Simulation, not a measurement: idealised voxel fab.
You're looking at the process module voxel lift off.
Shown is cross-section cut, with a width of 215 nm and square cells of size 5 nm.
Just so we're on the same page, the cross-sections are grids of square cells, and they're listed out in bands top to bottom, each band one or more rows deep. A band entry consists of two parts. The first gives the height of the band's top and the height of its bottom, in nm. The rest lists the band's materials from left to right, each with its width in nm. A single material labelled with the word "edge to edge" fills the band from edge to edge, and the word "blank" marks empty space. The reference from which all heights are counted is 0, the level beneath which the as-received wafer is entirely one material; the lowest band, having no lower bound, proceeds downward and is written after the example "0 -> down". When a width is written as two numbers, as in "30..40", the first number is the width in the top row of cells of the band and the second is the width in its bottom row, and the width changes by the same amount from each row to the next. Where the words "no alterations made" appear for a step, the cross-section shows no cell changed by that step; every cell remained as before. Closed-off voids of 8+ cells (no open route to the top) go in "Closed void roster", written width x height at distance from the left edge, in nm. Read whatever lies past the settings on a step's line as the simulator's own remark about the step. The setting "overlay nm" may be written on the line of a step. When the step uses a mask, the value reports how far to the right of the planned place the mask lay, and a negative value reports that it lay to the left.

Steps in the process plan:
1 RECEIVE with material Si
2 CONFORMAL_DEP with material SiN, thk nm 5
3 PATTERN with tone open, mask id LINES, material resist, width nm 20, pitch nm 45, thk nm 20, overlay nm 0
4 DIRECTIONAL_DEP with material Ru, thk nm 5
5 STRIP with etch materials resist
6 CONFORMAL_DEP with material SiCN, thk nm 5

So this is the incoming wafer in cross-section - it's already been through step 1:
	0 -> down | Si edge to edge
	Closed void roster: none

Module complete - cross-section of the first of two wafers, run according to plan:
	15 -> 10 | 45 nm blank  30 nm SiCN  15 nm blank  30 nm SiCN  15 nm blank  30 nm SiCN  50 nm blank
	10 -> 5 | 50 nm SiCN  20 nm Ru  25 nm SiCN  20 nm Ru  25 nm SiCN  20 nm Ru  55 nm SiCN
	5 -> 0 | SiN edge to edge
	0 -> down | Si edge to edge
	Closed void roster: none

Cross-sectional view: second of two wafers, end of module; start and plan identical to the first, one mistake in running:
	15 -> 10 | 35 nm blank  30 nm SiCN  15 nm blank  30 nm SiCN  15 nm blank  30 nm SiCN  60 nm blank
	10 -> 5 | 40 nm SiCN  20 nm Ru  25 nm SiCN  20 nm Ru  25 nm SiCN  20 nm Ru  65 nm SiCN
	5 -> 0 | SiN edge to edge
	0 -> down | Si edge to edge
	Closed void roster: none
Where did the run depart from the plan? so step 3 ended up running with a different setting than we planned, it ran as PATTERN with tone open, mask id LINES, material resist, width nm 20, pitch nm 45, thk nm 20, overlay nm -10
at the end the second wafer has, in cells: as many of each material as the first, in other places
